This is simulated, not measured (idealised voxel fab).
process module | voxel quadruple lines
cross-section cut | 205 nm wide | cells 5 nm
A cross-section is a grid of square cells, given in bands from the top down. A band is one or more rows of cells.
Each band's line starts with the height of the band's top and of its bottom, in nm. Then come its materials from left to right, each with its width in nm. One material with "throughout" fills the band from edge to edge. "air" is empty space.
Height 0 is the level under which the wafer as received is all one material. The lowest band goes on downwards, as in "0 down".
A width such as "30 to 40" changes by the same amount from each row of cells to the next, from the band's top row to its bottom row.
"no change" after a step means that no cell of the cross-section changed.
closed voids: empty space of 8 cells or more with no open way to the top, each as width x height at its distance from the left edge, in nm
after a step's settings: what the simulator itself notes on the step
overlay nm, on a step with a mask: how far to the right of its planned place the mask lay; to the left if negative
plan
1 op RECEIVE | material Si
2 op CONFORMAL_DEP | material SiO2 | thk nm 5
3 op DIRECTIONAL_DEP | material Ru | thk nm 15
4 op DIRECTIONAL_DEP | material polySi | thk nm 15
5 op DIRECTIONAL_DEP | material aC | thk nm 20
6 op PATTERN | tone cover | mask id MANDREL | material resist | width nm 20 | pitch nm 60 | thk nm 25 | overlay nm -15
7 op DIRECTIONAL_ETCH | etch materials aC | depth nm 20
8 op STRIP | etch materials resist
9 op CONFORMAL_DEP | material SiO2 | thk nm 10
10 op DIRECTIONAL_ETCH | etch materials SiO2 | depth nm 10
11 op STRIP | etch materials aC
12 op DIRECTIONAL_ETCH | etch materials polySi | depth nm 15
13 op STRIP | etch materials SiO2
14 op CONFORMAL_DEP | material SiN | thk nm 5
15 op DIRECTIONAL_ETCH | etch materials SiN | depth nm 5
16 op STRIP | etch materials polySi
17 op DIRECTIONAL_ETCH | etch materials Ru | depth nm 15
18 op STRIP | etch materials SiN
varied across the wafers: overlay nm of step 6. The plan shows the first wafer's value. All wafers start alike
first wafer as received, after step 1
  0 down: Si throughout
  closed voids: none
each wafer at the end: cells of each material gained (+) or lost (-) since it was received, then its closed voids
overlay nm -15 | +24 Ru | +41 SiO2 | closed voids: none
overlay nm -10 | +24 Ru | +41 SiO2 | closed voids: none
overlay nm -5 | +24 Ru | +41 SiO2 | closed voids: none
overlay nm 0 | +24 Ru | +41 SiO2 | closed voids: none
overlay nm 5 | +24 Ru | +41 SiO2 | closed voids: none
overlay nm 10 | +24 Ru | +41 SiO2 | closed voids: none
overlay nm 15 | +24 Ru | +41 SiO2 | closed voids: none
